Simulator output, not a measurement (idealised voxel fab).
The following process module bears the name voxel capacitor over wiring.
Displayed cross-section: cut, width of 275 nm, square cells sized 5 nm.
When this document writes out a cross-section, it uses a grid of square cells and lists it as bands, beginning at the top and moving down, with a band standing for one or more rows of cells. Band entry format. Leading values: height of top, height of bottom, nm. Remainder: materials in left-to-right order, each with its width in nm. Special words: "throughout" on a single material, which then fills the band edge to edge; "blank", empty space. Height datum 0, below which the as-received substrate wafer is one material. Lowest band open at the bottom, running downward: "0 and below". The notation "30..40" denotes a width that varies across the rows of cells in the band, beginning at the first number in the top row, finishing at the second number in the bottom row, and changing by an identical amount from each row to the next. Where a step carries "left unchanged", the cross-section came out of it unchanged, cell for cell. Empty spaces counting at least 8 cells and having no open way to the top are listed in "Unvented voids". The notation width x height at distance is used for each, the distance being from the left edge and all three values in nm. On a step's line, text after the settings is the simulator commenting on that step. Each step line may optionally specify "overlay nm", which for a step with a mask gives the rightward distance between the mask's planned place and where it lay, a negative value indicating the leftward direction.
**The steps planned for the process are as follows**
1) RECEIVE: material Si
2) CONFORMAL_DEP: material SiO2, thk nm 10
3) DIRECTIONAL_DEP: material TiN, thk nm 5
4) DIRECTIONAL_DEP: material Ru, thk nm 15
5) DIRECTIONAL_DEP: material aC, thk nm 10
6) PATTERN: tone cover, mask id METAL_1, material resist, width nm 25, pitch nm 85, thk nm 30, overlay nm 0
7) DIRECTIONAL_ETCH: etch materials aC, depth nm 10
8) STRIP: etch materials resist
9) DIRECTIONAL_ETCH: etch materials Ru, depth nm 15
10) DIRECTIONAL_ETCH: etch materials TiN, depth nm 5
11) STRIP: etch materials aC
12) CONFORMAL_DEP: material SiN, thk nm 5
13) FILL_DEP: material lowk, thk nm 5
14) CMP: height nm 30
15) CONFORMAL_DEP: material SiCN, thk nm 5
16) DIRECTIONAL_DEP: material lowk, thk nm 20
17) PATTERN: tone open, mask id PLUG_1, material resist, width nm 15, thk nm 15, overlay nm 0
18) DIRECTIONAL_ETCH: etch materials lowk, depth nm 20
19) DIRECTIONAL_ETCH: etch materials SiCN, depth nm 5
20) STRIP: etch materials resist
21) EPI: material Ru, thk nm 10
22) EPI: material Ru, thk nm 10
23) EPI: material Ru, thk nm 5
24) DIRECTIONAL_DEP: material TiN, thk nm 5
25) DIRECTIONAL_DEP: material Al2O3, thk nm 5
26) DIRECTIONAL_DEP: material TiN, thk nm 5
27) PATTERN: tone cover, mask id UPPER_PLATE, material resist, width nm 65, thk nm 20, overlay nm 0
28) DIRECTIONAL_ETCH: etch materials TiN, depth nm 5
29) DIRECTIONAL_ETCH: etch materials Al2O3, depth nm 5
30) STRIP: etch materials resist
31) PATTERN: tone cover, mask id LOWER_PLATE, material resist, width nm 75, thk nm 20, overlay nm 0
32) DIRECTIONAL_ETCH: etch materials TiN, depth nm 5
33) STRIP: etch materials resist
34) FILL_DEP: material SiO2, thk nm 20
35) CMP: height nm 85
36) PATTERN: tone open, mask id PLUG_2, material resist, width nm 15, thk nm 20, overlay nm 0
37) DIRECTIONAL_ETCH: etch materials SiO2, depth nm 15
38) STRIP: etch materials resist
39) CONFORMAL_DEP: material TiN, thk nm 5
40) FILL_DEP: material W, thk nm 5
41) CMP: height nm 85
42) CONFORMAL_DEP: material SiCN, thk nm 5
**Here's what the wafer looked like in cross-section when it arrived - that's after step 1**
    0 and below: Si throughout
    Unvented voids: none
**First of two wafers at the end of the module, shown in cross-section; run carried out as planned**
    90 down to 85: SiCN throughout
    85 down to 75: SiO2 100, then TiN 5, then W 5, then TiN 5, then SiO2 160
    75 down to 65: SiO2 100..90, then TiN 15..65, then SiO2 160..120
    65 down to 60: SiO2 90, then Al2O3 65, then SiO2 120
    60 down to 55: SiO2 85, then TiN 75, then SiO2 115
    55 down to 35: lowk 90, then Ru 15, then lowk 170
    35 down to 30: SiCN 90, then Ru 15, then SiCN 170
    30 down to 15: lowk 75, then SiN 5, then Ru 25, then SiN 5, then lowk 50, then SiN 5, then Ru 25, then SiN 5, then lowk 80
    15 down to 10: SiN 80, then TiN 25, then SiN 60, then TiN 25, then SiN 85
    10 down to 0: SiO2 throughout
    0 and below: Si throughout
    Unvented voids: none
**Cross-sectional image of the second wafer of the two following completion of the module. Starting state and process plan were the same as for the first wafer; one execution error occurred**
    90 down to 85: SiCN throughout
    85 down to 75: SiO2 100..90, then TiN 15..25, then SiO2 160
    75 down to 70: SiO2 90, then Al2O3 25, then SiO2 160
    70 down to 65: SiO2 85, then TiN 70, then SiO2 120
    65 down to 60: SiO2 80, then Ru 35, then Al2O3 40, then SiO2 120
    60 down to 55: SiO2 80, then Ru 35, then TiN 45, then SiO2 115
    55 down to 35: lowk 90, then Ru 15, then lowk 170
    35 down to 30: SiCN 90, then Ru 15, then SiCN 170
    30 down to 15: lowk 75, then SiN 5, then Ru 25, then SiN 5, then lowk 50, then SiN 5, then Ru 25, then SiN 5, then lowk 80
    15 down to 10: SiN 80, then TiN 25, then SiN 60, then TiN 25, then SiN 85
    10 down to 0: SiO2 throughout
    0 and below: Si throughout
    Unvented voids: none
Deviation noted in wafer processing: run twice: one of 21 and 22 (all identical), which one unknown
Materials where the second wafer ends with more or fewer cells than the first: +14 Ru, -8 SiO2, -4 TiN, -2 W
